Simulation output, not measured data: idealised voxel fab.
process module | voxel transistor to metal
cross-section cut | 200 nm wide | cells 5 nm
A cross-section is a grid of square cells, given in bands from the top down. A band is one or more rows of cells.
Each band's line starts with the height of the band's top and of its bottom, in nm. Then come its materials from left to right, each with its width in nm. One material with "throughout" fills the band from edge to edge. "air" is empty space.
Height 0 is the level under which the wafer as received is all one material. The lowest band goes on downwards, as in "0 down".
A width such as "30 to 40" changes by the same amount from each row of cells to the next, from the band's top row to its bottom row.
"no change" after a step means that no cell of the cross-section changed.
closed voids: empty space of 8 cells or more with no open way to the top, each as width x height at its distance from the left edge, in nm
after a step's settings: what the simulator itself notes on the step
overlay nm, on a step with a mask: how far to the right of its planned place the mask lay; to the left if negative
Each pair below shows a cross-section before one step and the cross-section after it, down to the lowest band that changed. The line under each pair gives the step between them, with its settings. The pairs can come from different runs of this module on the same starting wafer, so a pair continues from the pair above only where its "before" says so.
before
  25 to 10: SiO2 50 | air 15 | SiO2 65 | air 15 | SiO2 55
  10 to 0: SiO2 50 | air 15 | SiO2 10 | SiN 10 | HfO2 5 | TiN 5 | W 5 | TiN 5 | HfO2 5 | SiN 10 | SiO2 10 | air 15 | SiO2 55
  0 to -5: SiO2 50 | air 15 | SiO2 10 | SiN 10 | HfO2 5 | TiN 15 | HfO2 5 | SiN 10 | SiO2 10 | air 15 | SiO2 55
  -5 to -10: SiO2 50 | air 15 | SiO2 5 | pSi 5 | SiO2 5 | HfO2 35 | SiO2 5 | pSi 5 | SiO2 5 | air 15 | SiO2 55
  -10 to -15: SiO2 45 | pSi 30 | Si 45 | pSi 30 | SiO2 50
  -15 to -55: SiO2 45 | Si 105 | SiO2 50
  -55 down: Si throughout
  closed voids: none
after
  30 to 25: TiN 55 | air 5 | TiN 75 | air 5 | TiN 60
  25 to 10: SiO2 50 | TiN 5 | air 5 | TiN 5 | SiO2 65 | TiN 5 | air 5 | TiN 5 | SiO2 55
  10 to 0: SiO2 50 | TiN 5 | air 5 | TiN 5 | SiO2 10 | SiN 10 | HfO2 5 | TiN 5 | W 5 | TiN 5 | HfO2 5 | SiN 10 | SiO2 10 | TiN 5 | air 5 | TiN 5 | SiO2 55
  0 to -5: SiO2 50 | TiN 5 | air 5 | TiN 5 | SiO2 10 | SiN 10 | HfO2 5 | TiN 15 | HfO2 5 | SiN 10 | SiO2 10 | TiN 5 | air 5 | TiN 5 | SiO2 55
  -5 to -10: SiO2 50 | TiN 15 | SiO2 5 | pSi 5 | SiO2 5 | HfO2 35 | SiO2 5 | pSi 5 | SiO2 5 | TiN 15 | SiO2 55
  below -10: unchanged
  closed voids: none
the step between: op CONFORMAL_DEP | material TiN | thk nm 5
before: the cross-section after the pair above
after
  40 to 30: W throughout
  30 to 25: TiN 55 | W 5 | TiN 75 | W 5 | TiN 60
  25 to 10: SiO2 50 | TiN 5 | W 5 | TiN 5 | SiO2 65 | TiN 5 | W 5 | TiN 5 | SiO2 55
  10 to 0: SiO2 50 | TiN 5 | W 5 | TiN 5 | SiO2 10 | SiN 10 | HfO2 5 | TiN 5 | W 5 | TiN 5 | HfO2 5 | SiN 10 | SiO2 10 | TiN 5 | W 5 | TiN 5 | SiO2 55
  0 to -5: SiO2 50 | TiN 5 | W 5 | TiN 5 | SiO2 10 | SiN 10 | HfO2 5 | TiN 15 | HfO2 5 | SiN 10 | SiO2 10 | TiN 5 | W 5 | TiN 5 | SiO2 55
  below -5: unchanged
  closed voids: none
the step between: op FILL_DEP | material W | thk nm 10
before: the cross-section after the pair above
after
  25 to 10: SiO2 50 | TiN 5 | W 5 | TiN 5 | SiO2 65 | TiN 5 | W 5 | TiN 5 | SiO2 55
  below 10: unchanged
  closed voids: none
the step between: op CMP | height nm 25
before: the cross-section after the pair above
after
  30 to 25: SiN throughout
  below 25: unchanged
  closed voids: none
the step between: op CONFORMAL_DEP | material SiN | thk nm 5
before: the cross-section after the pair above
after
  55 to 30: lowk throughout
  below 30: unchanged
  closed voids: none
the step between: op DIRECTIONAL_DEP | material lowk | thk nm 25
before: the cross-section after the pair above
after
  65 to 55: aC throughout
  below 55: unchanged
  closed voids: none
the step between: op DIRECTIONAL_DEP | material aC | thk nm 10
before: the cross-section after the pair above
after
  95 to 65: resist 50 | air 15 | resist 65 | air 15 | resist 55
  below 65: unchanged
  closed voids: none
the step between: op PATTERN | tone open | mask id METAL_1 | material resist | width nm 15 | pitch nm 80 | thk nm 30 | overlay nm 0
before: the cross-section after the pair above
after
  85 to 65: resist 50 | air 15 | resist 65 | air 15 | resist 55
  65 to 55: aC 50 | air 15 | aC 65 | air 15 | aC 55
  below 55: unchanged
  closed voids: none
the step between: op DIRECTIONAL_ETCH | etch materials aC | depth nm 10
before: the cross-section after the pair above
after
  65 to 55: aC 50 | air 15 | aC 65 | air 15 | aC 55
  below 55: unchanged
  closed voids: none
the step between: op STRIP | etch materials resist
before: the cross-section after the pair above
after
  65 to 55: aC 50 | air 15 | aC 65 | air 15 | aC 55
  55 to 30: lowk 50 | air 15 | lowk 65 | air 15 | lowk 55
  below 30: unchanged
  closed voids: none
the step between: op DIRECTIONAL_ETCH | etch materials lowk | depth nm 25
before: the cross-section after the pair above
after
  65 to 55: aC 50 | air 15 | aC 65 | air 15 | aC 55
  55 to 30: lowk 50 | air 15 | lowk 65 | air 15 | lowk 55
  30 to 25: SiN 50 | air 15 | SiN 65 | air 15 | SiN 55
  below 25: unchanged
  closed voids: none
the step between: op DIRECTIONAL_ETCH | etch materials SiN | depth nm 5
before: the cross-section after the pair above
after
  55 to 30: lowk 50 | air 15 | lowk 65 | air 15 | lowk 55
  below 30: unchanged
  closed voids: none
the step between: op STRIP | etch materials aC
before: the cross-section after the pair above
after
  60 to 55: TiN 55 | air 5 | TiN 75 | air 5 | TiN 60
  55 to 30: lowk 50 | TiN 5 | air 5 | TiN 5 | lowk 65 | TiN 5 | air 5 | TiN 5 | lowk 55
  30 to 25: SiN 50 | TiN 15 | SiN 65 | TiN 15 | SiN 55
  below 25: unchanged
  closed voids: none
the step between: op CONFORMAL_DEP | material TiN | thk nm 5
before: the cross-section after the pair above
after
  65 to 60: Ru throughout
  60 to 55: TiN 55 | Ru 5 | TiN 75 | Ru 5 | TiN 60
  55 to 30: lowk 50 | TiN 5 | Ru 5 | TiN 5 | lowk 65 | TiN 5 | Ru 5 | TiN 5 | lowk 55
  below 30: unchanged
  closed voids: none
the step between: op FILL_DEP | material Ru | thk nm 5
before: the cross-section after the pair above
after
  55 to 30: lowk 50 | TiN 5 | Ru 5 | TiN 5 | lowk 65 | TiN 5 | Ru 5 | TiN 5 | lowk 55
  below 30: unchanged
  closed voids: none
the step between: op CMP | height nm 55
before: the cross-section after the pair above
after
  60 to 55: SiN throughout
  below 55: unchanged
  closed voids: none
the step between: op CONFORMAL_DEP | material SiN | thk nm 5
before
  15 to 10: air 75 | SiN 10 | air 25 | SiN 10 | air 80
  10 to -5: SiO2 75 | SiN 10 | air 25 | SiN 10 | SiO2 80
  -5 to -10: SiO2 70 | pSi 5 | SiO2 5 | air 35 | SiO2 5 | pSi 5 | SiO2 75
  -10 to -15: SiO2 45 | pSi 30 | Si 45 | pSi 30 | SiO2 50
  -15 to -30: SiO2 45 | Si 105 | SiO2 50
  -30 down: Si throughout
  closed voids: none
after
  20 to 15: air 70 | TiN 20 | air 15 | TiN 20 | air 75
  15 to 10: TiN 75 | SiN 10 | TiN 5 | air 15 | TiN 5 | SiN 10 | TiN 80
  10 to -5: SiO2 75 | SiN 10 | TiN 5 | air 15 | TiN 5 | SiN 10 | SiO2 80
  -5 to -10: SiO2 70 | pSi 5 | SiO2 5 | TiN 35 | SiO2 5 | pSi 5 | SiO2 75
  below -10: unchanged
  closed voids: none
the step between: op CONFORMAL_DEP | material TiN | thk nm 5
before: the cross-section after the pair above
after
  25 to 20: air 65 | HfO2 30 | air 5 | HfO2 30 | air 70
  20 to 15: HfO2 70 | TiN 20 | HfO2 5 | air 5 | HfO2 5 | TiN 20 | HfO2 75
  15 to 10: TiN 75 | SiN 10 | TiN 5 | HfO2 5 | air 5 | HfO2 5 | TiN 5 | SiN 10 | TiN 80
  10 to 0: SiO2 75 | SiN 10 | TiN 5 | HfO2 5 | air 5 | HfO2 5 | TiN 5 | SiN 10 | SiO2 80
  0 to -5: SiO2 75 | SiN 10 | TiN 5 | HfO2 15 | TiN 5 | SiN 10 | SiO2 80
  below -5: unchanged
  closed voids: none
the step between: op CONFORMAL_DEP | material HfO2 | thk nm 5
before: the cross-section after the pair above
after
  35 to 25: W throughout
  25 to 20: W 65 | HfO2 30 | W 5 | HfO2 30 | W 70
  20 to 15: HfO2 70 | TiN 20 | HfO2 5 | W 5 | HfO2 5 | TiN 20 | HfO2 75
  15 to 10: TiN 75 | SiN 10 | TiN 5 | HfO2 5 | W 5 | HfO2 5 | TiN 5 | SiN 10 | TiN 80
  10 to 0: SiO2 75 | SiN 10 | TiN 5 | HfO2 5 | W 5 | HfO2 5 | TiN 5 | SiN 10 | SiO2 80
  below 0: unchanged
  closed voids: none
the step between: op FILL_DEP | material W | thk nm 10
before: the cross-section after the pair above
after
  10 to 0: SiO2 75 | SiN 10 | TiN 5 | HfO2 5 | W 5 | HfO2 5 | TiN 5 | SiN 10 | SiO2 80
  below 0: unchanged
  closed voids: none
the step between: op CMP | height nm 10
before: the cross-section after the pair above
after
  25 to 10: SiO2 throughout
  below 10: unchanged
  closed voids: none
the step between: op DIRECTIONAL_DEP | material SiO2 | thk nm 15
before: the cross-section after the pair above
after
  25 to 10: SiO2 50 | air 15 | SiO2 65 | air 15 | SiO2 55
  10 to 0: SiO2 50 | air 15 | SiO2 10 | SiN 10 | TiN 5 | HfO2 5 | W 5 | HfO2 5 | TiN 5 | SiN 10 | SiO2 10 | air 15 | SiO2 55
  0 to -5: SiO2 50 | air 15 | SiO2 10 | SiN 10 | TiN 5 | HfO2 15 | TiN 5 | SiN 10 | SiO2 10 | air 15 | SiO2 55
  -5 to -10: SiO2 50 | air 15 | SiO2 5 | pSi 5 | SiO2 5 | TiN 35 | SiO2 5 | pSi 5 | SiO2 5 | air 15 | SiO2 55
  below -10: unchanged
  closed voids: none
the step between: op MASKED_ETCH | tone open | mask id CONTACT | width nm 15 | pitch nm 80 | etch materials SiO2 | depth nm 35 | overlay nm 0
before: the cross-section after the pair above
after
  30 to 25: TiN 55 | air 5 | TiN 75 | air 5 | TiN 60
  25 to 10: SiO2 50 | TiN 5 | air 5 | TiN 5 | SiO2 65 | TiN 5 | air 5 | TiN 5 | SiO2 55
  10 to 0: SiO2 50 | TiN 5 | air 5 | TiN 5 | SiO2 10 | SiN 10 | TiN 5 | HfO2 5 | W 5 | HfO2 5 | TiN 5 | SiN 10 | SiO2 10 | TiN 5 | air 5 | TiN 5 | SiO2 55
  0 to -5: SiO2 50 | TiN 5 | air 5 | TiN 5 | SiO2 10 | SiN 10 | TiN 5 | HfO2 15 | TiN 5 | SiN 10 | SiO2 10 | TiN 5 | air 5 | TiN 5 | SiO2 55
  -5 to -10: SiO2 50 | TiN 15 | SiO2 5 | pSi 5 | SiO2 5 | TiN 35 | SiO2 5 | pSi 5 | SiO2 5 | TiN 15 | SiO2 55
  below -10: unchanged
  closed voids: none
the step between: op CONFORMAL_DEP | material TiN | thk nm 5
before: the cross-section after the pair above
after
  40 to 30: W throughout
  30 to 25: TiN 55 | W 5 | TiN 75 | W 5 | TiN 60
  25 to 10: SiO2 50 | TiN 5 | W 5 | TiN 5 | SiO2 65 | TiN 5 | W 5 | TiN 5 | SiO2 55
  10 to 0: SiO2 50 | TiN 5 | W 5 | TiN 5 | SiO2 10 | SiN 10 | TiN 5 | HfO2 5 | W 5 | HfO2 5 | TiN 5 | SiN 10 | SiO2 10 | TiN 5 | W 5 | TiN 5 | SiO2 55
  0 to -5: SiO2 50 | TiN 5 | W 5 | TiN 5 | SiO2 10 | SiN 10 | TiN 5 | HfO2 15 | TiN 5 | SiN 10 | SiO2 10 | TiN 5 | W 5 | TiN 5 | SiO2 55
  below -5: unchanged
  closed voids: none
the step between: op FILL_DEP | material W | thk nm 10
before: the cross-section after the pair above
after
  25 to 10: SiO2 50 | TiN 5 | W 5 | TiN 5 | SiO2 65 | TiN 5 | W 5 | TiN 5 | SiO2 55
  below 10: unchanged
  closed voids: none
the step between: op CMP | height nm 25
before: the cross-section after the pair above
after
  30 to 25: SiN throughout
  below 25: unchanged
  closed voids: none
the step between: op CONFORMAL_DEP | material SiN | thk nm 5
before: the cross-section after the pair above
after
  55 to 30: lowk throughout
  below 30: unchanged
  closed voids: none
the step between: op DIRECTIONAL_DEP | material lowk | thk nm 25
before: the cross-section after the pair above
after
  65 to 55: aC throughout
  below 55: unchanged
  closed voids: none
the step between: op DIRECTIONAL_DEP | material aC | thk nm 10
before: the cross-section after the pair above
after
  95 to 65: resist 50 | air 15 | resist 65 | air 15 | resist 55
  below 65: unchanged
  closed voids: none
the step between: op PATTERN | tone open | mask id METAL_1 | material resist | width nm 15 | pitch nm 80 | thk nm 30 | overlay nm 0
before: the cross-section after the pair above
after
  85 to 65: resist 50 | air 15 | resist 65 | air 15 | resist 55
  65 to 55: aC 50 | air 15 | aC 65 | air 15 | aC 55
  below 55: unchanged
  closed voids: none
the step between: op DIRECTIONAL_ETCH | etch materials aC | depth nm 10
before: the cross-section after the pair above
after
  65 to 55: aC 50 | air 15 | aC 65 | air 15 | aC 55
  below 55: unchanged
  closed voids: none
the step between: op STRIP | etch materials resist
before: the cross-section after the pair above
after
  65 to 55: aC 50 | air 15 | aC 65 | air 15 | aC 55
  55 to 30: lowk 50 | air 15 | lowk 65 | air 15 | lowk 55
  below 30: unchanged
  closed voids: none
the step between: op DIRECTIONAL_ETCH | etch materials lowk | depth nm 25
before: the cross-section after the pair above
after
  65 to 55: aC 50 | air 15 | aC 65 | air 15 | aC 55
  55 to 30: lowk 50 | air 15 | lowk 65 | air 15 | lowk 55
  30 to 25: SiN 50 | air 15 | SiN 65 | air 15 | SiN 55
  below 25: unchanged
  closed voids: none
the step between: op DIRECTIONAL_ETCH | etch materials SiN | depth nm 5
before: the cross-section after the pair above
after
  55 to 30: lowk 50 | air 15 | lowk 65 | air 15 | lowk 55
  below 30: unchanged
  closed voids: none
the step between: op STRIP | etch materials aC
before: the cross-section after the pair above
after
  60 to 55: TiN 55 | air 5 | TiN 75 | air 5 | TiN 60
  55 to 30: lowk 50 | TiN 5 | air 5 | TiN 5 | lowk 65 | TiN 5 | air 5 | TiN 5 | lowk 55
  30 to 25: SiN 50 | TiN 15 | SiN 65 | TiN 15 | SiN 55
  below 25: unchanged
  closed voids: none
the step between: op CONFORMAL_DEP | material TiN | thk nm 5
before: the cross-section after the pair above
after
  65 to 60: Ru throughout
  60 to 55: TiN 55 | Ru 5 | TiN 75 | Ru 5 | TiN 60
  55 to 30: lowk 50 | TiN 5 | Ru 5 | TiN 5 | lowk 65 | TiN 5 | Ru 5 | TiN 5 | lowk 55
  below 30: unchanged
  closed voids: none
the step between: op FILL_DEP | material Ru | thk nm 5
before: the cross-section after the pair above
after
  55 to 30: lowk 50 | TiN 5 | Ru 5 | TiN 5 | lowk 65 | TiN 5 | Ru 5 | TiN 5 | lowk 55
  below 30: unchanged
  closed voids: none
the step between: op CMP | height nm 55
before: the cross-section after the pair above
after
  60 to 55: SiN throughout
  below 55: unchanged
  closed voids: none
the step between: op CONFORMAL_DEP | material SiN | thk nm 5
before
  35 to 25: W throughout
  25 to 20: W 65 | TiN 30 | W 5 | TiN 30 | W 70
  20 to 15: TiN 70 | HfO2 20 | TiN 5 | W 5 | TiN 5 | HfO2 20 | TiN 75
  15 to 10: HfO2 75 | SiN 10 | HfO2 5 | TiN 5 | W 5 | TiN 5 | HfO2 5 | SiN 10 | HfO2 80
  10 to 0: SiO2 75 | SiN 10 | HfO2 5 | TiN 5 | W 5 | TiN 5 | HfO2 5 | SiN 10 | SiO2 80
  0 to -5: SiO2 75 | SiN 10 | HfO2 5 | TiN 15 | HfO2 5 | SiN 10 | SiO2 80
  -5 to -10: SiO2 70 | pSi 5 | SiO2 5 | HfO2 35 | SiO2 5 | pSi 5 | SiO2 75
  -10 to -15: SiO2 45 | pSi 30 | Si 45 | pSi 30 | SiO2 50
  -15 to -30: SiO2 45 | Si 105 | SiO2 50
  -30 down: Si throughout
  closed voids: none
after
  20 to 15: TiN 70 | HfO2 20 | TiN 5 | W 5 | TiN 5 | HfO2 20 | TiN 75
  below 15: unchanged
  closed voids: none
the step between: op CMP | height nm 20
before: the cross-section after the pair above
after
  35 to 20: SiO2 throughout
  below 20: unchanged
  closed voids: none
the step between: op DIRECTIONAL_DEP | material SiO2 | thk nm 15
before: the cross-section after the pair above
after
  35 to 20: SiO2 50 | air 15 | SiO2 65 | air 15 | SiO2 55
  below 20: unchanged
  closed voids: none
the step between: op MASKED_ETCH | tone open | mask id CONTACT | width nm 15 | pitch nm 80 | etch materials SiO2 | depth nm 35 | overlay nm 0
before: the cross-section after the pair above
after
  40 to 35: TiN 55 | air 5 | TiN 75 | air 5 | TiN 60
  35 to 25: SiO2 50 | TiN 5 | air 5 | TiN 5 | SiO2 65 | TiN 5 | air 5 | TiN 5 | SiO2 55
  25 to 20: SiO2 50 | TiN 15 | SiO2 65 | TiN 15 | SiO2 55
  below 20: unchanged
  closed voids: none
the step between: op CONFORMAL_DEP | material TiN | thk nm 5
before: the cross-section after the pair above
after
  50 to 40: W throughout
  40 to 35: TiN 55 | W 5 | TiN 75 | W 5 | TiN 60
  35 to 25: SiO2 50 | TiN 5 | W 5 | TiN 5 | SiO2 65 | TiN 5 | W 5 | TiN 5 | SiO2 55
  below 25: unchanged
  closed voids: none
the step between: op FILL_DEP | material W | thk nm 10
before: the cross-section after the pair above
after
  25 to 20: SiO2 50 | TiN 15 | SiO2 65 | TiN 15 | SiO2 55
  below 20: unchanged
  closed voids: none
the step between: op CMP | height nm 25
before: the cross-section after the pair above
after
  30 to 25: SiN throughout
  below 25: unchanged
  closed voids: none
the step between: op CONFORMAL_DEP | material SiN | thk nm 5
before: the cross-section after the pair above
after
  55 to 30: lowk throughout
  below 30: unchanged
  closed voids: none
the step between: op DIRECTIONAL_DEP | material lowk | thk nm 25
before: the cross-section after the pair above
after
  65 to 55: aC throughout
  below 55: unchanged
  closed voids: none
the step between: op DIRECTIONAL_DEP | material aC | thk nm 10
before: the cross-section after the pair above
after
  95 to 65: resist 50 | air 15 | resist 65 | air 15 | resist 55
  below 65: unchanged
  closed voids: none
the step between: op PATTERN | tone open | mask id METAL_1 | material resist | width nm 15 | pitch nm 80 | thk nm 30 | overlay nm 0
before: the cross-section after the pair above
after
  85 to 65: resist 50 | air 15 | resist 65 | air 15 | resist 55
  65 to 55: aC 50 | air 15 | aC 65 | air 15 | aC 55
  below 55: unchanged
  closed voids: none
the step between: op DIRECTIONAL_ETCH | etch materials aC | depth nm 10
before: the cross-section after the pair above
after
  65 to 55: aC 50 | air 15 | aC 65 | air 15 | aC 55
  below 55: unchanged
  closed voids: none
the step between: op STRIP | etch materials resist
before: the cross-section after the pair above
after
  65 to 55: aC 50 | air 15 | aC 65 | air 15 | aC 55
  55 to 30: lowk 50 | air 15 | lowk 65 | air 15 | lowk 55
  below 30: unchanged
  closed voids: none
the step between: op DIRECTIONAL_ETCH | etch materials lowk | depth nm 25
before: the cross-section after the pair above
after
  65 to 55: aC 50 | air 15 | aC 65 | air 15 | aC 55
  55 to 30: lowk 50 | air 15 | lowk 65 | air 15 | lowk 55
  30 to 25: SiN 50 | air 15 | SiN 65 | air 15 | SiN 55
  below 25: unchanged
  closed voids: none
the step between: op DIRECTIONAL_ETCH | etch materials SiN | depth nm 5
before: the cross-section after the pair above
after
  55 to 30: lowk 50 | air 15 | lowk 65 | air 15 | lowk 55
  below 30: unchanged
  closed voids: none
the step between: op STRIP | etch materials aC
before: the cross-section after the pair above
after
  60 to 55: TiN 55 | air 5 | TiN 75 | air 5 | TiN 60
  55 to 30: lowk 50 | TiN 5 | air 5 | TiN 5 | lowk 65 | TiN 5 | air 5 | TiN 5 | lowk 55
  30 to 25: SiN 50 | TiN 15 | SiN 65 | TiN 15 | SiN 55
  below 25: unchanged
  closed voids: none
the step between: op CONFORMAL_DEP | material TiN | thk nm 5
before: the cross-section after the pair above
after
  65 to 60: Ru throughout
  60 to 55: TiN 55 | Ru 5 | TiN 75 | Ru 5 | TiN 60
  55 to 30: lowk 50 | TiN 5 | Ru 5 | TiN 5 | lowk 65 | TiN 5 | Ru 5 | TiN 5 | lowk 55
  below 30: unchanged
  closed voids: none
the step between: op FILL_DEP | material Ru | thk nm 5
before: the cross-section after the pair above
after
  55 to 30: lowk 50 | TiN 5 | Ru 5 | TiN 5 | lowk 65 | TiN 5 | Ru 5 | TiN 5 | lowk 55
  below 30: unchanged
  closed voids: none
the step between: op CMP | height nm 55
before: the cross-section after the pair above
after
  60 to 55: SiN throughout
  below 55: unchanged
  closed voids: none
the step between: op CONFORMAL_DEP | material SiN | thk nm 5
before
  25 to 10: SiO2 throughout
  10 to 0: SiO2 75 | SiN 10 | HfO2 5 | TiN 5 | W 5 | TiN 5 | HfO2 5 | SiN 10 | SiO2 80
  0 to -5: SiO2 75 | SiN 10 | HfO2 5 | TiN 15 | HfO2 5 | SiN 10 | SiO2 80
  -5 to -10: SiO2 70 | pSi 5 | SiO2 5 | HfO2 35 | SiO2 5 | pSi 5 | SiO2 75
  -10 to -15: SiO2 45 | pSi 30 | Si 45 | pSi 30 | SiO2 50
  -15 to -30: SiO2 45 | Si 105 | SiO2 50
  -30 down: Si throughout
  closed voids: none
after
  25 to 10: SiO2 50 | air 20 | SiO2 60 | air 20 | SiO2 50
  10 to 0: SiO2 50 | air 20 | SiO2 5 | SiN 10 | HfO2 5 | TiN 5 | W 5 | TiN 5 | HfO2 5 | SiN 10 | SiO2 10 | air 20 | SiO2 50
  0 to -5: SiO2 50 | air 20 | SiO2 5 | SiN 10 | HfO2 5 | TiN 15 | HfO2 5 | SiN 10 | SiO2 10 | air 20 | SiO2 50
  -5 to -10: SiO2 50 | air 20 | pSi 5 | SiO2 5 | HfO2 35 | SiO2 5 | pSi 5 | SiO2 5 | air 20 | SiO2 50
  below -10: unchanged
  closed voids: none
the step between: op MASKED_ETCH | tone open | mask id CONTACT | width nm 20 | pitch nm 80 | etch materials SiO2 | depth nm 35 | overlay nm 0
before: the cross-section after the pair above
after
  30 to 25: TiN 55 | air 10 | TiN 70 | air 10 | TiN 55
  25 to 10: SiO2 50 | TiN 5 | air 10 | TiN 5 | SiO2 60 | TiN 5 | air 10 | TiN 5 | SiO2 50
  10 to 0: SiO2 50 | TiN 5 | air 10 | TiN 5 | SiO2 5 | SiN 10 | HfO2 5 | TiN 5 | W 5 | TiN 5 | HfO2 5 | SiN 10 | SiO2 10 | TiN 5 | air 10 | TiN 5 | SiO2 50
  0 to -5: SiO2 50 | TiN 5 | air 10 | TiN 5 | SiO2 5 | SiN 10 | HfO2 5 | TiN 15 | HfO2 5 | SiN 10 | SiO2 10 | TiN 5 | air 10 | TiN 5 | SiO2 50
  -5 to -10: SiO2 50 | TiN 20 | pSi 5 | SiO2 5 | HfO2 35 | SiO2 5 | pSi 5 | SiO2 5 | TiN 20 | SiO2 50
  below -10: unchanged
  closed voids: none
the step between: op CONFORMAL_DEP | material TiN | thk nm 5
before: the cross-section after the pair above
after
  40 to 30: W throughout
  30 to 25: TiN 55 | W 10 | TiN 70 | W 10 | TiN 55
  25 to 10: SiO2 50 | TiN 5 | W 10 | TiN 5 | SiO2 60 | TiN 5 | W 10 | TiN 5 | SiO2 50
  10 to 0: SiO2 50 | TiN 5 | W 10 | TiN 5 | SiO2 5 | SiN 10 | HfO2 5 | TiN 5 | W 5 | TiN 5 | HfO2 5 | SiN 10 | SiO2 10 | TiN 5 | W 10 | TiN 5 | SiO2 50
  0 to -5: SiO2 50 | TiN 5 | W 10 | TiN 5 | SiO2 5 | SiN 10 | HfO2 5 | TiN 15 | HfO2 5 | SiN 10 | SiO2 10 | TiN 5 | W 10 | TiN 5 | SiO2 50
  below -5: unchanged
  closed voids: none
the step between: op FILL_DEP | material W | thk nm 10
before: the cross-section after the pair above
after
  25 to 10: SiO2 50 | TiN 5 | W 10 | TiN 5 | SiO2 60 | TiN 5 | W 10 | TiN 5 | SiO2 50
  below 10: unchanged
  closed voids: none
the step between: op CMP | height nm 25
before: the cross-section after the pair above
after
  30 to 25: SiN throughout
  below 25: unchanged
  closed voids: none
the step between: op CONFORMAL_DEP | material SiN | thk nm 5
before: the cross-section after the pair above
after
  55 to 30: lowk throughout
  below 30: unchanged
  closed voids: none
the step between: op DIRECTIONAL_DEP | material lowk | thk nm 25
before: the cross-section after the pair above
after
  65 to 55: aC throughout
  below 55: unchanged
  closed voids: none
the step between: op DIRECTIONAL_DEP | material aC | thk nm 10
before: the cross-section after the pair above
after
  95 to 65: resist 50 | air 15 | resist 65 | air 15 | resist 55
  below 65: unchanged
  closed voids: none
the step between: op PATTERN | tone open | mask id METAL_1 | material resist | width nm 15 | pitch nm 80 | thk nm 30 | overlay nm 0
before: the cross-section after the pair above
after
  85 to 65: resist 50 | air 15 | resist 65 | air 15 | resist 55
  65 to 55: aC 50 | air 15 | aC 65 | air 15 | aC 55
  below 55: unchanged
  closed voids: none
the step between: op DIRECTIONAL_ETCH | etch materials aC | depth nm 10
before: the cross-section after the pair above
after
  65 to 55: aC 50 | air 15 | aC 65 | air 15 | aC 55
  below 55: unchanged
  closed voids: none
the step between: op STRIP | etch materials resist
before: the cross-section after the pair above
after
  65 to 55: aC 50 | air 15 | aC 65 | air 15 | aC 55
  55 to 30: lowk 50 | air 15 | lowk 65 | air 15 | lowk 55
  below 30: unchanged
  closed voids: none
the step between: op DIRECTIONAL_ETCH | etch materials lowk | depth nm 25
before: the cross-section after the pair above
after
  65 to 55: aC 50 | air 15 | aC 65 | air 15 | aC 55
  55 to 30: lowk 50 | air 15 | lowk 65 | air 15 | lowk 55
  30 to 25: SiN 50 | air 15 | SiN 65 | air 15 | SiN 55
  below 25: unchanged
  closed voids: none
the step between: op DIRECTIONAL_ETCH | etch materials SiN | depth nm 5
before: the cross-section after the pair above
after
  55 to 30: lowk 50 | air 15 | lowk 65 | air 15 | lowk 55
  below 30: unchanged
  closed voids: none
the step between: op STRIP | etch materials aC
before: the cross-section after the pair above
after
  60 to 55: TiN 55 | air 5 | TiN 75 | air 5 | TiN 60
  55 to 30: lowk 50 | TiN 5 | air 5 | TiN 5 | lowk 65 | TiN 5 | air 5 | TiN 5 | lowk 55
  30 to 25: SiN 50 | TiN 15 | SiN 65 | TiN 15 | SiN 55
  below 25: unchanged
  closed voids: none
the step between: op CONFORMAL_DEP | material TiN | thk nm 5
before: the cross-section after the pair above
after
  65 to 60: Ru throughout
  60 to 55: TiN 55 | Ru 5 | TiN 75 | Ru 5 | TiN 60
  55 to 30: lowk 50 | TiN 5 | Ru 5 | TiN 5 | lowk 65 | TiN 5 | Ru 5 | TiN 5 | lowk 55
  below 30: unchanged
  closed voids: none
the step between: op FILL_DEP | material Ru | thk nm 5
before: the cross-section after the pair above
after
  55 to 30: lowk 50 | TiN 5 | Ru 5 | TiN 5 | lowk 65 | TiN 5 | Ru 5 | TiN 5 | lowk 55
  below 30: unchanged
  closed voids: none
the step between: op CMP | height nm 55
before: the cross-section after the pair above
after
  60 to 55: SiN throughout
  below 55: unchanged
  closed voids: none
the step between: op CONFORMAL_DEP | material SiN | thk nm 5
before
  65 to 55: aC throughout
  55 to 30: lowk throughout
  30 to 25: SiN throughout
  25 to 10: SiO2 50 | TiN 5 | W 5 | TiN 5 | SiO2 65 | TiN 5 | W 5 | TiN 5 | SiO2 55
  10 to 0: SiO2 50 | TiN 5 | W 5 | TiN 5 | SiO2 10 | SiN 10 | HfO2 5 | TiN 5 | W 5 | TiN 5 | HfO2 5 | SiN 10 | SiO2 10 | TiN 5 | W 5 | TiN 5 | SiO2 55
  0 to -5: SiO2 50 | TiN 5 | W 5 | TiN 5 | SiO2 10 | SiN 10 | HfO2 5 | TiN 15 | HfO2 5 | SiN 10 | SiO2 10 | TiN 5 | W 5 | TiN 5 | SiO2 55
  -5 to -10: SiO2 50 | TiN 15 | SiO2 5 | pSi 5 | SiO2 5 | HfO2 35 | SiO2 5 | pSi 5 | SiO2 5 | TiN 15 | SiO2 55
  -10 to -15: SiO2 45 | pSi 30 | Si 45 | pSi 30 | SiO2 50
  -15 to -30: SiO2 45 | Si 105 | SiO2 50
  -30 down: Si throughout
  closed voids: none
after
  95 to 65: resist 40 | air 15 | resist 65 | air 15 | resist 65
  below 65: unchanged
  closed voids: none
the step between: op PATTERN | tone open | mask id METAL_1 | material resist | width nm 15 | pitch nm 80 | thk nm 30 | overlay nm -10
before: the cross-section after the pair above
after
  85 to 65: resist 40 | air 15 | resist 65 | air 15 | resist 65
  65 to 55: aC 40 | air 15 | aC 65 | air 15 | aC 65
  below 55: unchanged
  closed voids: none
the step between: op DIRECTIONAL_ETCH | etch materials aC | depth nm 10
before: the cross-section after the pair above
after
  65 to 55: aC 40 | air 15 | aC 65 | air 15 | aC 65
  below 55: unchanged
  closed voids: none
the step between: op STRIP | etch materials resist
before: the cross-section after the pair above
after
  65 to 55: aC 40 | air 15 | aC 65 | air 15 | aC 65
  55 to 30: lowk 40 | air 15 | lowk 65 | air 15 | lowk 65
  below 30: unchanged
  closed voids: none
the step between: op DIRECTIONAL_ETCH | etch materials lowk | depth nm 25
before: the cross-section after the pair above
after
  65 to 55: aC 40 | air 15 | aC 65 | air 15 | aC 65
  55 to 30: lowk 40 | air 15 | lowk 65 | air 15 | lowk 65
  30 to 25: SiN 40 | air 15 | SiN 65 | air 15 | SiN 65
  below 25: unchanged
  closed voids: none
the step between: op DIRECTIONAL_ETCH | etch materials SiN | depth nm 5
before: the cross-section after the pair above
after
  55 to 30: lowk 40 | air 15 | lowk 65 | air 15 | lowk 65
  below 30: unchanged
  closed voids: none
the step between: op STRIP | etch materials aC
before: the cross-section after the pair above
after
  60 to 55: TiN 45 | air 5 | TiN 75 | air 5 | TiN 70
  55 to 30: lowk 40 | TiN 5 | air 5 | TiN 5 | lowk 65 | TiN 5 | air 5 | TiN 5 | lowk 65
  30 to 25: SiN 40 | TiN 15 | SiN 65 | TiN 15 | SiN 65
  below 25: unchanged
  closed voids: none
the step between: op CONFORMAL_DEP | material TiN | thk nm 5
